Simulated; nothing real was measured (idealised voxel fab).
This is a process module. Its name is voxel tone inversion.
It is cross-section cut that appears here, measuring 240 nm in width, its square cells being 5 nm in size.
In what follows, cross-sections appear as grids of square cells, described through bands that run from the top down, where every band is one or more rows of cells.
What a band's entry tells you: where the top is and where the bottom is, as heights in nm, and after that what lies inside, material by material from left to right, each with its width in nm. Empty space is written as the word "air", and a single material marked with the word "full width" occupies the band from edge to edge.
Zero point of the height axis is 0; under it, received wafer = one material. Lowest band: continues down indefinitely, "0 nm and below".
Read "30->40" as a graded width: first number on top, second number at the bottom, same change between each pair of neighbouring rows.
You'll sometimes find "identical to before" written for a step, and that's the way of saying that nowhere in the cross-section did a cell change during that step.
"Entrapped void list" enumerates empty spaces isolated from the top, with no open way to it, that contain at least 8 cells, giving each as width x height at distance from the left edge, all three in nm.
What comes after the settings on a step's line is commentary from the simulator itself on that step.
Regarding "overlay nm": on a step with a mask, it is the distance the mask lay to the right of its planned place; a negative value places it to the left.

Set out below are the planned steps of the process:
1) RECEIVE (material Si)
2) CONFORMAL_DEP (material SiCN; thk nm 5)
3) DIRECTIONAL_DEP (material polySi; thk nm 20)
4) PATTERN (tone cover; mask id POSTS; material resist; width nm 25; pitch nm 55; thk nm 30; overlay nm 0)
5) DIRECTIONAL_ETCH (etch materials polySi; depth nm 20)
6) STRIP (etch materials resist)
7) FILL_DEP (material lowk; thk nm 10)
8) CMP (height nm 25)
9) STRIP (etch materials polySi)

The cross-section here shows the wafer as received, i.e. in its state after step 1:
  0 nm and below  Si full width
  Entrapped void list: none

As-planned run: cross-section of the first of two wafers at end of module:
  25 nm to 5 nm  50 nm lowk | 25 nm air | 30 nm lowk | 25 nm air | 30 nm lowk | 25 nm air | 55 nm lowk
  5 nm to 0 nm  SiCN full width
  0 nm and below  Si full width
  Entrapped void list: none

Wafer two (of two), end-of-module cross-section: start = wafer one, plan = wafer one, one run mistake:
  25 nm to 5 nm  50 nm lowk | 30 nm air | 25 nm lowk | 30 nm air | 25 nm lowk | 30 nm air | 50 nm lowk
  5 nm to 0 nm  SiCN full width
  0 nm and below  Si full width
  Entrapped void list: none
Error vs. plan: it should be noted that step 4 was executed with settings other than those planned, the operation and settings actually applied being PATTERN (tone cover; mask id POSTS; material resist; width nm 30; pitch nm 55; thk nm 30; overlay nm 0)
It is noted that, at the conclusion of processing, the second wafer exhibits a higher or lower cell count for certain materials relative to the first: -12 lowk
